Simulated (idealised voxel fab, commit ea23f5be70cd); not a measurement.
Process module, titled voxel spacer lines
The cross-section on display is named cut; it measures 195 nm wide, and its cells are 5 nm squares.
Each cross-section below is a grid of square cells, stated as bands in top-down order, with one or more rows of cells making up each band.
Quick guide to a band line: top height, bottom height (nm) up front; then every material left to right with its width in nm. Only one material and it's marked "all across"? Then it fills the band edge to edge. And "air" just means empty space.
Counting heights begins at 0, where everything beneath is, in the wafer as received, one material. The lowest band has no bottom; it goes on downwards, as "z 0 and below" shows.
The expression "30..40" gives the width at the extremes of the band, the first number at its top row of cells and the second at its bottom row, with the width changing by equal amounts from each row to the next in between.
Given "nothing was modified" for a step, no cell of the cross-section differs between before and after that step.
So "Enclosed void catalog" is basically the list of trapped voids: any empty space of 8 cells or more that can't reach the top through an opening. They're written width x height at distance, the distance being from the left edge, and it's all nm.
That trailing text on a step's line, after the settings, is the simulator's own remark on the step.
The line of a step may include "overlay nm". On a step with a mask, this value is how far to the right of its planned place the mask lay. A negative value means the mask lay to the left.
Process steps - plan
step 1: RECEIVE (material Si)
step 2: CONFORMAL_DEP (material SiO2; thk nm 10)
step 3: DIRECTIONAL_DEP (material polySi; thk nm 10)
step 4: DIRECTIONAL_DEP (material aC; thk nm 30)
step 5: PATTERN (tone cover; mask id MANDREL; material resist; width nm 25; pitch nm 70; thk nm 35; overlay nm 0)
step 6: DIRECTIONAL_ETCH (etch materials aC; depth nm 30)
step 7: STRIP (etch materials resist)
step 8: CONFORMAL_DEP (material SiN; thk nm 10)
step 9: DIRECTIONAL_ETCH (etch materials SiN; depth nm 10)
step 10: STRIP (etch materials aC)
step 11: DIRECTIONAL_ETCH (etch materials polySi; depth nm 10)
step 12: STRIP (etch materials SiN)
First wafer of two (run as planned)
Incoming wafer in cross-section (state: after step 1)
- z 0 and below  Si all across
- Enclosed void catalog: none
Upon completion of step 2, the wafer appears in cross-section as shown
- z 10 to 0  SiO2 all across
- Under the height 0 nothing was changed.
Upon completion of step 3, the wafer appears in cross-section as shown
- z 20 to 10  polySi all across
- Under the height 10 nothing was changed.
Upon completion of step 4, the wafer appears in cross-section as shown
- z 50 to 20  aC all across
- Under the height 20 nothing was changed.
Upon completion of step 5, the wafer appears in cross-section as shown
- z 85 to 50  air: 15, resist: 25, air: 45, resist: 25, air: 45, resist: 25, air: 15
- Under the height 50 nothing was changed.
Upon completion of step 6, the wafer appears in cross-section as shown
- z 55 to 50  air: 15, resist: 25, air: 45, resist: 25, air: 45, resist: 25, air: 15
- z 50 to 20  air: 15, aC: 25, air: 45, aC: 25, air: 45, aC: 25, air: 15
- Under the height 20 nothing was changed.
Upon completion of step 7, the wafer appears in cross-section as shown
- z 50 to 20  air: 15, aC: 25, air: 45, aC: 25, air: 45, aC: 25, air: 15
- Under the height 20 nothing was changed.
Upon completion of step 8, the wafer appears in cross-section as shown
- z 60 to 50  air: 5, SiN: 45, air: 25, SiN: 45, air: 25, SiN: 45, air: 5
- z 50 to 30  air: 5, SiN: 10, aC: 25, SiN: 10, air: 25, SiN: 10, aC: 25, SiN: 10, air: 25, SiN: 10, aC: 25, SiN: 10, air: 5
- z 30 to 20  SiN: 15, aC: 25, SiN: 45, aC: 25, SiN: 45, aC: 25, SiN: 15
- Under the height 20 nothing was changed.
Upon completion of step 9, the wafer appears in cross-section as shown
- z 50 to 20  air: 5, SiN: 10, aC: 25, SiN: 10, air: 25, SiN: 10, aC: 25, SiN: 10, air: 25, SiN: 10, aC: 25, SiN: 10, air: 5
- Under the height 20 nothing was changed.
Upon completion of step 10, the wafer appears in cross-section as shown
- z 50 to 20  air: 5, SiN: 10, air: 25, SiN: 10, air: 25, SiN: 10, air: 25, SiN: 10, air: 25, SiN: 10, air: 25, SiN: 10, air: 5
- Under the height 20 nothing was changed.
Upon completion of step 11, the wafer appears in cross-section as shown
- z 50 to 20  air: 5, SiN: 10, air: 25, SiN: 10, air: 25, SiN: 10, air: 25, SiN: 10, air: 25, SiN: 10, air: 25, SiN: 10, air: 5
- z 20 to 10  air: 5, polySi: 10, air: 25, polySi: 10, air: 25, polySi: 10, air: 25, polySi: 10, air: 25, polySi: 10, air: 25, polySi: 10, air: 5
- Under the height 10 nothing was changed.
Upon completion of step 12, the wafer appears in cross-section as shown
- z 20 to 10  air: 5, polySi: 10, air: 25, polySi: 10, air: 25, polySi: 10, air: 25, polySi: 10, air: 25, polySi: 10, air: 25, polySi: 10, air: 5
- Under the height 10 nothing was changed.
What follows concerns the second wafer, which started out like the first and was meant to follow the very same plan; one mistake crept in when it was run, but everything up to and including step 1 is the same as for the first wafer
Cross-section, second wafer, at the end time the plan gives for step 2
- z 15 to 0  SiO2 all across
- Under the height 0 nothing was changed.
Cross-section, second wafer, at the end time the plan gives for step 3
- z 25 to 15  polySi all across
- Under the height 15 nothing was changed.
Cross-section, second wafer, at the end time the plan gives for step 4
- z 55 to 25  aC all across
- Under the height 25 nothing was changed.
Cross-section, second wafer, at the end time the plan gives for step 5
- z 90 to 55  air: 15, resist: 25, air: 45, resist: 25, air: 45, resist: 25, air: 15
- Under the height 55 nothing was changed.
Cross-section, second wafer, at the end time the plan gives for step 6
- z 60 to 55  air: 15, resist: 25, air: 45, resist: 25, air: 45, resist: 25, air: 15
- z 55 to 25  air: 15, aC: 25, air: 45, aC: 25, air: 45, aC: 25, air: 15
- Under the height 25 nothing was changed.
Cross-section, second wafer, at the end time the plan gives for step 7
- z 55 to 25  air: 15, aC: 25, air: 45, aC: 25, air: 45, aC: 25, air: 15
- Under the height 25 nothing was changed.
Cross-section, second wafer, at the end time the plan gives for step 8
- z 65 to 55  air: 5, SiN: 45, air: 25, SiN: 45, air: 25, SiN: 45, air: 5
- z 55 to 35  air: 5, SiN: 10, aC: 25, SiN: 10, air: 25, SiN: 10, aC: 25, SiN: 10, air: 25, SiN: 10, aC: 25, SiN: 10, air: 5
- z 35 to 25  SiN: 15, aC: 25, SiN: 45, aC: 25, SiN: 45, aC: 25, SiN: 15
- Under the height 25 nothing was changed.
Cross-section, second wafer, at the end time the plan gives for step 9
- z 55 to 25  air: 5, SiN: 10, aC: 25, SiN: 10, air: 25, SiN: 10, aC: 25, SiN: 10, air: 25, SiN: 10, aC: 25, SiN: 10, air: 5
- Under the height 25 nothing was changed.
Cross-section, second wafer, at the end time the plan gives for step 10
- z 55 to 25  air: 5, SiN: 10, air: 25, SiN: 10, air: 25, SiN: 10, air: 25, SiN: 10, air: 25, SiN: 10, air: 25, SiN: 10, air: 5
- Under the height 25 nothing was changed.
Cross-section, second wafer, at the end time the plan gives for step 11
- z 55 to 25  air: 5, SiN: 10, air: 25, SiN: 10, air: 25, SiN: 10, air: 25, SiN: 10, air: 25, SiN: 10, air: 25, SiN: 10, air: 5
- z 25 to 15  air: 5, polySi: 10, air: 25, polySi: 10, air: 25, polySi: 10, air: 25, polySi: 10, air: 25, polySi: 10, air: 25, polySi: 10, air: 5
- Under the height 15 nothing was changed.
Cross-section, second wafer, at the end time the plan gives for step 12
- z 25 to 15  air: 5, polySi: 10, air: 25, polySi: 10, air: 25, polySi: 10, air: 25, polySi: 10, air: 25, polySi: 10, air: 25, polySi: 10, air: 5
- Under the height 15 nothing was changed.
Which mistake was made when the wafer was run? for step 2, the planned setting was not used; the step was instead run as CONFORMAL_DEP (material SiO2; thk nm 15)
FYI, end of process, the second wafer has more or fewer cells of some materials than the first: SiO2 +39
